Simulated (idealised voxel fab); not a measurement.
A process module follows: voxel spacer lines.
It is cross-section cut that appears here, measuring 225 nm in width, its square cells being 5 nm in size.
Cross-section, as written here: a square-cell grid given band by band from the top down, where a band holds one or more rows of cells.
Band: top height; bottom height; in nm. Then, left to right: material with width in nm, for each material. "full width": a single material spanning edge to edge. "blank": empty space.
Heights from 0 (as-received wafer is one material below). Bottom band endless downward, as "0 and below".
Width spec "30 to 40" -> top row of cells at first value, bottom row at second value, equal per-row change in between.
"stayed the same" -> step changed no cross-section cell.
Entry "Enclosed void catalog". Content: empty spaces with no open connection to the top, size 8 cells or greater. Each: width x height at distance. Distance: from left edge. Unit: nm.
Formally, on a step line, whatever follows the settings is a remark that the simulator itself makes on the step.
"overlay nm", when on a step's line for a step with a mask, measures how far to the right of its planned place the mask lay; a negative measure means to the left.

[Listed below are the process steps as planned]
- 1: RECEIVE with material Si
- 2: CONFORMAL_DEP with material Al2O3, thk nm 5
- 3: DIRECTIONAL_DEP with material W, thk nm 10
- 4: DIRECTIONAL_DEP with material aC, thk nm 30
- 5: PATTERN with tone cover, mask id MANDREL, material resist, width nm 25, pitch nm 70, thk nm 40, overlay nm 0
- 6: DIRECTIONAL_ETCH with etch materials aC, depth nm 30
- 7: STRIP with etch materials resist
- 8: CONFORMAL_DEP with material SiO2, thk nm 10
- 9: DIRECTIONAL_ETCH with etch materials SiO2, depth nm 10
- 10: STRIP with etch materials aC
- 11: DIRECTIONAL_ETCH with etch materials W, depth nm 10
- 12: STRIP with etch materials SiO2
- 13: FILL_DEP with material SiO2, thk nm 5
- 14: CMP with height nm 15

[First wafer out of two, processed as planned]

[Incoming wafer, cross-sectional view, post step 1]
0 and below  Si full width
Enclosed void catalog: none

[Cross-section of the wafer subsequent to step 2]
5 down to 0  Al2O3 full width
No changes below 0.

[Cross-section of the wafer subsequent to step 3]
15 down to 5  W full width
No changes below 5.

[Cross-section of the wafer subsequent to step 4]
45 down to 15  aC full width
No changes below 15.

[Cross-section of the wafer subsequent to step 5]
85 down to 45  blank 30 nm, then resist 25 nm, then blank 45 nm, then resist 25 nm, then blank 45 nm, then resist 25 nm, then blank 30 nm
No changes below 45.

[Cross-section of the wafer subsequent to step 6]
55 down to 45  blank 30 nm, then resist 25 nm, then blank 45 nm, then resist 25 nm, then blank 45 nm, then resist 25 nm, then blank 30 nm
45 down to 15  blank 30 nm, then aC 25 nm, then blank 45 nm, then aC 25 nm, then blank 45 nm, then aC 25 nm, then blank 30 nm
No changes below 15.

[Cross-section of the wafer subsequent to step 7]
45 down to 15  blank 30 nm, then aC 25 nm, then blank 45 nm, then aC 25 nm, then blank 45 nm, then aC 25 nm, then blank 30 nm
No changes below 15.

[Cross-section of the wafer subsequent to step 8]
55 down to 45  blank 20 nm, then SiO2 45 nm, then blank 25 nm, then SiO2 45 nm, then blank 25 nm, then SiO2 45 nm, then blank 20 nm
45 down to 25  blank 20 nm, then SiO2 10 nm, then aC 25 nm, then SiO2 10 nm, then blank 25 nm, then SiO2 10 nm, then aC 25 nm, then SiO2 10 nm, then blank 25 nm, then SiO2 10 nm, then aC 25 nm, then SiO2 10 nm, then blank 20 nm
25 down to 15  SiO2 30 nm, then aC 25 nm, then SiO2 45 nm, then aC 25 nm, then SiO2 45 nm, then aC 25 nm, then SiO2 30 nm
No changes below 15.

[Cross-section of the wafer subsequent to step 9]
45 down to 15  blank 20 nm, then SiO2 10 nm, then aC 25 nm, then SiO2 10 nm, then blank 25 nm, then SiO2 10 nm, then aC 25 nm, then SiO2 10 nm, then blank 25 nm, then SiO2 10 nm, then aC 25 nm, then SiO2 10 nm, then blank 20 nm
No changes below 15.

[Cross-section of the wafer subsequent to step 10]
45 down to 15  blank 20 nm, then SiO2 10 nm, then blank 25 nm, then SiO2 10 nm, then blank 25 nm, then SiO2 10 nm, then blank 25 nm, then SiO2 10 nm, then blank 25 nm, then SiO2 10 nm, then blank 25 nm, then SiO2 10 nm, then blank 20 nm
No changes below 15.

[Cross-section of the wafer subsequent to step 11]
45 down to 15  blank 20 nm, then SiO2 10 nm, then blank 25 nm, then SiO2 10 nm, then blank 25 nm, then SiO2 10 nm, then blank 25 nm, then SiO2 10 nm, then blank 25 nm, then SiO2 10 nm, then blank 25 nm, then SiO2 10 nm, then blank 20 nm
15 down to 5  blank 20 nm, then W 10 nm, then blank 25 nm, then W 10 nm, then blank 25 nm, then W 10 nm, then blank 25 nm, then W 10 nm, then blank 25 nm, then W 10 nm, then blank 25 nm, then W 10 nm, then blank 20 nm
No changes below 5.

[Cross-section of the wafer subsequent to step 12]
15 down to 5  blank 20 nm, then W 10 nm, then blank 25 nm, then W 10 nm, then blank 25 nm, then W 10 nm, then blank 25 nm, then W 10 nm, then blank 25 nm, then W 10 nm, then blank 25 nm, then W 10 nm, then blank 20 nm
No changes below 5.

[Cross-section of the wafer subsequent to step 13]
20 down to 15  SiO2 full width
15 down to 5  SiO2 20 nm, then W 10 nm, then SiO2 25 nm, then W 10 nm, then SiO2 25 nm, then W 10 nm, then SiO2 25 nm, then W 10 nm, then SiO2 25 nm, then W 10 nm, then SiO2 25 nm, then W 10 nm, then SiO2 20 nm
No changes below 5.

[Cross-section of the wafer subsequent to step 14]
15 down to 5  SiO2 20 nm, then W 10 nm, then SiO2 25 nm, then W 10 nm, then SiO2 25 nm, then W 10 nm, then SiO2 25 nm, then W 10 nm, then SiO2 25 nm, then W 10 nm, then SiO2 25 nm, then W 10 nm, then SiO2 20 nm
No changes below 5.

[Second Wafer (Identical Start and Plan, One Processing Error; Matches First Wafer Through Step 8)]

[Cross-section: second wafer, time at which step 9 was scheduled to end]
45 down to 35  blank 30 nm, then aC 25 nm, then blank 45 nm, then aC 25 nm, then blank 45 nm, then aC 25 nm, then blank 30 nm
35 down to 15  blank 20 nm, then SiO2 10 nm, then aC 25 nm, then SiO2 10 nm, then blank 25 nm, then SiO2 10 nm, then aC 25 nm, then SiO2 10 nm, then blank 25 nm, then SiO2 10 nm, then aC 25 nm, then SiO2 10 nm, then blank 20 nm
No changes below 15.

[Cross-section: second wafer, time at which step 10 was scheduled to end]
35 down to 15  blank 20 nm, then SiO2 10 nm, then blank 25 nm, then SiO2 10 nm, then blank 25 nm, then SiO2 10 nm, then blank 25 nm, then SiO2 10 nm, then blank 25 nm, then SiO2 10 nm, then blank 25 nm, then SiO2 10 nm, then blank 20 nm
No changes below 15.

[Cross-section: second wafer, time at which step 11 was scheduled to end]
35 down to 15  blank 20 nm, then SiO2 10 nm, then blank 25 nm, then SiO2 10 nm, then blank 25 nm, then SiO2 10 nm, then blank 25 nm, then SiO2 10 nm, then blank 25 nm, then SiO2 10 nm, then blank 25 nm, then SiO2 10 nm, then blank 20 nm
15 down to 5  blank 20 nm, then W 10 nm, then blank 25 nm, then W 10 nm, then blank 25 nm, then W 10 nm, then blank 25 nm, then W 10 nm, then blank 25 nm, then W 10 nm, then blank 25 nm, then W 10 nm, then blank 20 nm
No changes below 5.

[Cross-section: second wafer, time at which step 12 was scheduled to end]
15 down to 5  blank 20 nm, then W 10 nm, then blank 25 nm, then W 10 nm, then blank 25 nm, then W 10 nm, then blank 25 nm, then W 10 nm, then blank 25 nm, then W 10 nm, then blank 25 nm, then W 10 nm, then blank 20 nm
No changes below 5.

[Cross-section: second wafer, time at which step 13 was scheduled to end]
20 down to 15  SiO2 full width
15 down to 5  SiO2 20 nm, then W 10 nm, then SiO2 25 nm, then W 10 nm, then SiO2 25 nm, then W 10 nm, then SiO2 25 nm, then W 10 nm, then SiO2 25 nm, then W 10 nm, then SiO2 25 nm, then W 10 nm, then SiO2 20 nm
No changes below 5.

[Cross-section: second wafer, time at which step 14 was scheduled to end]
15 down to 5  SiO2 20 nm, then W 10 nm, then SiO2 25 nm, then W 10 nm, then SiO2 25 nm, then W 10 nm, then SiO2 25 nm, then W 10 nm, then SiO2 25 nm, then W 10 nm, then SiO2 25 nm, then W 10 nm, then SiO2 20 nm
No changes below 5.
Diagnosis: step 9 of the plan was performed twice
The final cross-section is the same for the two wafers, so this model computes the same thing whether or not the mistake was made.
